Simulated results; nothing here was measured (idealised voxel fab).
You're looking at the process module voxel quadruple lines.
We display cut, a cross-section 165 nm in width whose square cells are each 5 nm.
The cross-sections in this document take the form of a grid made of square cells. They are written out as bands, in order from top to bottom. Each band consists of one or more rows of cells.
Top, bottom (nm), then materials left to right with widths (nm); lone material tagged "full width" fills the whole band edge to edge; "empty" = empty space.
Height 0 is the level under which the wafer as received is all one material. The lowest band goes on downwards, as in "0 -> down".
Think of "30 to 40" as a width that walks from the first number to the second as you go down the band, top row to bottom row, taking equal-sized steps from row to row.
For the purposes of this document, the phrase "no modification" attached to a step denotes that no cell within the cross-section was modified by that step.
"Sealed voids" enumerates empty spaces isolated from the top, with no open way to it, that contain at least 8 cells, giving each as width x height at distance from the left edge, all three in nm.
Read whatever lies past the settings on a step's line as the simulator's own remark about the step.
For masked steps, "overlay nm" on the step line gives how far right of plan the mask actually lay; a minus sign means it lay to the left.
Intended process steps
1: op RECEIVE | material Si
2: op CONFORMAL_DEP | material SiO2 | thk nm 10
3: op DIRECTIONAL_DEP | material Ru | thk nm 10
4: op DIRECTIONAL_DEP | material polySi | thk nm 20
5: op DIRECTIONAL_DEP | material aC | thk nm 25
6: op PATTERN | tone cover | mask id MANDREL | material resist | width nm 15 | thk nm 35 | overlay nm 0
7: op DIRECTIONAL_ETCH | etch materials aC | depth nm 25
8: op STRIP | etch materials resist
9: op CONFORMAL_DEP | material SiO2 | thk nm 15
10: op DIRECTIONAL_ETCH | etch materials SiO2 | depth nm 15
11: op STRIP | etch materials aC
12: op DIRECTIONAL_ETCH | etch materials polySi | depth nm 20
13: op STRIP | etch materials SiO2
14: op CONFORMAL_DEP | material SiN | thk nm 5
15: op DIRECTIONAL_ETCH | etch materials SiN | depth nm 5
16: op STRIP | etch materials polySi
17: op DIRECTIONAL_ETCH | etch materials Ru | depth nm 10
18: op STRIP | etch materials SiN
19: op FILL_DEP | material lowk | thk nm 10
20: op CMP | height nm 20
Keep in mind the plan's value for the width nm of step 6 comes from the first wafer; the wafers don't share that setting, but they do share the same starting point.
first wafer as received, after step 1
- 0 -> down  Si full width
- Sealed voids: none
For your reference, the table is organized with a row per wafer; each row reflects the wafer at the end of the module, indicating for each material the cells gained (+) or lost (-) since receipt, and thereafter its closed voids
width nm 15; +8 Ru; +66 SiO2; +58 lowk; Sealed voids: none
width nm 20; +8 Ru; +66 SiO2; +58 lowk; Sealed voids: none
width nm 25; +8 Ru; +66 SiO2; +58 lowk; Sealed voids: none
width nm 30; +8 Ru; +66 SiO2; +58 lowk; Sealed voids: none
width nm 35; +8 Ru; +66 SiO2; +58 lowk; Sealed voids: none
width nm 40; +8 Ru; +66 SiO2; +58 lowk; Sealed voids: none
